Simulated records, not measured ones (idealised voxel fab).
Title: Process Module voxel lift off
Xsec cut, 300 nm wide, square cell size 5 nm.
Square cells in a grid make up a cross-section in this document, and the grid is given as bands, listed from the top down, each one or more rows of cells. Read a band's entry like this: the first values are the height of its top and the height of its bottom in nm, and what follows is the sequence of materials from left to right, each with its width in nm. Note that "air" is empty space, and that a single material marked "throughout" reaches across the band from edge to edge. We count height from 0. Below that, the starting wafer is all one material. The lowest band never ends at the bottom but goes on down; see "from 0 down" for how that is written. The width entry "30..40" should be interpreted row by row: the top row of cells in the band takes the first number, the bottom row takes the second number, and the change between adjacent rows is uniform throughout. It should be understood that the words "nothing altered", when stated for a given step, signify that the cross-section underwent no change in any of its cells during that step. Reported under the label "Fully closed voids" are the empty spaces having no open way to the top and comprising 8 cells or more; the notation for each is width x height at distance, in which the distance is measured from the left edge and all three values are in nm. If you see something after the settings on a step's line, that's the simulator's own remark about that step. On any step carrying a mask, the "overlay nm" setting, if present on the step's line, tells how far right of its planned place the mask lay; negative values point to the left.
### The process steps that were planned are listed below
1,RECEIVE | material Si
2,CONFORMAL_DEP | material SiN | thk nm 10
3,PATTERN | tone open | mask id LINES | material resist | width nm 30 | pitch nm 60 | thk nm 15 | overlay nm -15
4,DIRECTIONAL_DEP | material Ru | thk nm 5
5,STRIP | etch materials resist
6,CONFORMAL_DEP | material SiN | thk nm 5
The wafers are alike at the start. At step 3, their overlay nm differs. The plan lists the first wafer's value.
### Received condition of the first of several wafers, sectioned: post-step 1
    from 0 down = Si throughout
    Fully closed voids: none
### Here is how to read the rows: every wafer has a row, and it shows the wafer at the end of the module, giving for each material how many cells were gained (+) or lost (-) since the wafer was received, then listing its closed voids
overlay nm -15; +24 Ru; +188 SiN; Fully closed voids: none
overlay nm -10; +24 Ru; +188 SiN; Fully closed voids: none
overlay nm -5; +24 Ru; +188 SiN; Fully closed voids: none
overlay nm 0; +24 Ru; +188 SiN; Fully closed voids: none
overlay nm 5; +24 Ru; +188 SiN; Fully closed voids: none
overlay nm 10; +24 Ru; +188 SiN; Fully closed voids: none
overlay nm 15; +24 Ru; +188 SiN; Fully closed voids: none
